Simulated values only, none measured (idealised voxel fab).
Herein follows the process module entitled voxel fin reveal.
Cross-sectional view cut (width: 280 nm; square cell size: 5 nm).
Cross-section format: a grid of square cells, given as bands from top to bottom; each band is one or more rows of cells. Band: top and bottom heights (nm) first, top before bottom; then materials from left to right, widths in nm. "all across" marks a sole material filling the band edge to edge. "air" denotes empty space. Below 0: as-received wafer, all one material; heights counted from there. Lowest band: no bottom, goes on down, written "from 0 down". A two-number width, for instance "30 to 40", indicates that the width is equal to the first number in the top row of the band and to the second number in the bottom row, and that it changes by a constant amount per row of cells. Where a step carries "left unchanged", the cross-section came out of it unchanged, cell for cell. Listed in "Internal closed voids": every empty space of 8 or more cells without an open way to the top. Form: width x height at distance, the distance being from the left edge, all in nm. Note: text after step settings on the step line = simulator remark on that step. When a step includes a mask, the "overlay nm" setting on its line states how far to the right of its planned place that mask lay, and negative values state how far to the left.

-- Below is the list of planned process steps
- 1: RECEIVE, material Si
- 2: CONFORMAL_DEP, material SiN, thk nm 5
- 3: PATTERN, tone cover, mask id FINS, material resist, width nm 15, pitch nm 40, thk nm 20, overlay nm 0
- 4: DIRECTIONAL_ETCH, etch materials SiN, depth nm 5
- 5: DIRECTIONAL_ETCH, etch materials Si, depth nm 40
- 6: STRIP, etch materials resist
- 7: OXIDIZE, depth nm 5
- 8: FILL_DEP, material SiO2, thk nm 15
- 9: CMP, height nm 5
- 10: SELECTIVE_ETCH, etch materials SiO2, depth nm 35
- 11: STRIP, etch materials SiN

-- Cross-section of the wafer as it came to us, i.e., already through step 1
	from 0 down | Si all across
	Internal closed voids: none

-- Starting structure and process plan are as shown above, but one mistake was made in running the module; the wafer cross-section at the end of the module follows
	from 0 to -30 | air 75 nm / Si 5 nm / air 35 nm / Si 5 nm / air 35 nm / Si 5 nm / air 35 nm / Si 5 nm / air 80 nm
	from -30 to -35 | SiO2 35 nm / air 40 nm / Si 5 nm / air 35 nm / Si 5 nm / air 35 nm / Si 5 nm / air 35 nm / Si 5 nm / air 40 nm / SiO2 40 nm
	from -35 to -45 | SiO2 75 nm / Si 5 nm / SiO2 35 nm / Si 5 nm / SiO2 35 nm / Si 5 nm / SiO2 35 nm / Si 5 nm / SiO2 80 nm
	from -45 down | Si all across
	Internal closed voids: none
Misprocessing identified: ran 10 and 11 in swapped order versus the plan
